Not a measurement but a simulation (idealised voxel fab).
Title: Process Module voxel ribs on slabs
255 nm wide, 5 nm square cells: that's cross-section cut.
We lay out every cross-section as a grid of square cells and spell it out in bands from the top down, where one band means one or more rows of cells.
First you get the band's top height and its bottom height, in nm, and then the materials it's made of, left to right, with each width in nm. If you see a single material with "full width", that one covers the band edge to edge. "empty" is empty space.
Heights are measured from 0, the level below which the as-received wafer is all one material; the lowest band has no bottom and continues downward, written as in "from 0 down".
Note: "30 to 40" means the width goes from the first number (top row of the band) to the second number (bottom row) in equal steps per row of cells.
Any step labelled "no change" changed none of the cells in the cross-section.
Each empty space that has no open way to the top and spans at least 8 cells appears under "Enclosed void list" as width x height at distance, the distance counted from the left edge, all in nm.
Note: text after step settings on the step line = simulator remark on that step.
overlay nm: mask right of planned place by this much (step with mask). Neg. = left.

Listed below are the process steps as planned
step 1: RECEIVE [material Si]
step 2: DIRECTIONAL_DEP [material SiO2] [thk nm 25]
step 3: DIRECTIONAL_DEP [material polySi] [thk nm 15]
step 4: MASKED_ETCH [tone cover] [mask id RIB] [width nm 30] [etch materials polySi] [depth nm 5] [overlay nm 0]
step 5: DIRECTIONAL_DEP [material aC] [thk nm 10]
step 6: PATTERN [tone cover] [mask id SLAB] [material resist] [width nm 70] [thk nm 30] [overlay nm 0]
step 7: DIRECTIONAL_ETCH [etch materials aC] [depth nm 10]
step 8: STRIP [etch materials resist]
step 9: DIRECTIONAL_ETCH [etch materials polySi] [depth nm 10]
step 10: STRIP [etch materials aC]
step 11: FILL_DEP [material SiO2] [thk nm 30]
step 12: CMP [height nm 60]
step 13: DIRECTIONAL_DEP [material TiN] [thk nm 10]
step 14: MASKED_ETCH [tone cover] [mask id HEATER] [width nm 40] [etch materials TiN] [depth nm 10] [overlay nm 0]
step 15: CONFORMAL_DEP [material SiO2] [thk nm 5]

Cross-section of the incoming wafer, state after step 1
    from 0 down: Si full width
    Enclosed void list: none

First of two wafers, end-of-module section, run followed plan
    from 75 to 70: empty (100) | SiO2 (50) | empty (105)
    from 70 to 65: empty (100) | SiO2 (5) | TiN (40) | SiO2 (5) | empty (105)
    from 65 to 60: SiO2 (105) | TiN (40) | SiO2 (110)
    from 60 to 40: SiO2 full width
    from 40 to 35: SiO2 (110) | polySi (30) | SiO2 (115)
    from 35 to 25: SiO2 (90) | polySi (70) | SiO2 (95)
    from 25 to 0: SiO2 full width
    from 0 down: Si full width
    Enclosed void list: none

Wafer two, sectioned after the module: the first wafer's start, the first wafer's plan, and one mistake in how it was run
    from 75 to 70: empty (100) | SiO2 (50) | empty (105)
    from 70 to 65: empty (100) | SiO2 (5) | TiN (40) | SiO2 (5) | empty (105)
    from 65 to 60: SiO2 (105) | TiN (40) | SiO2 (110)
    from 60 to 30: SiO2 full width
    from 30 to 25: SiO2 (110) | polySi (30) | SiO2 (115)
    from 25 to 15: SiO2 (90) | polySi (70) | SiO2 (95)
    from 15 to 0: SiO2 full width
    from 0 down: Si full width
    Enclosed void list: none
What went wrong in running the wafer? step 2: run off-plan, actual operation and settings DIRECTIONAL_DEP [material SiO2] [thk nm 15]
Same inventory, different map: at the end, the second wafer holds as many cells of each material as the first, placed elsewhere.
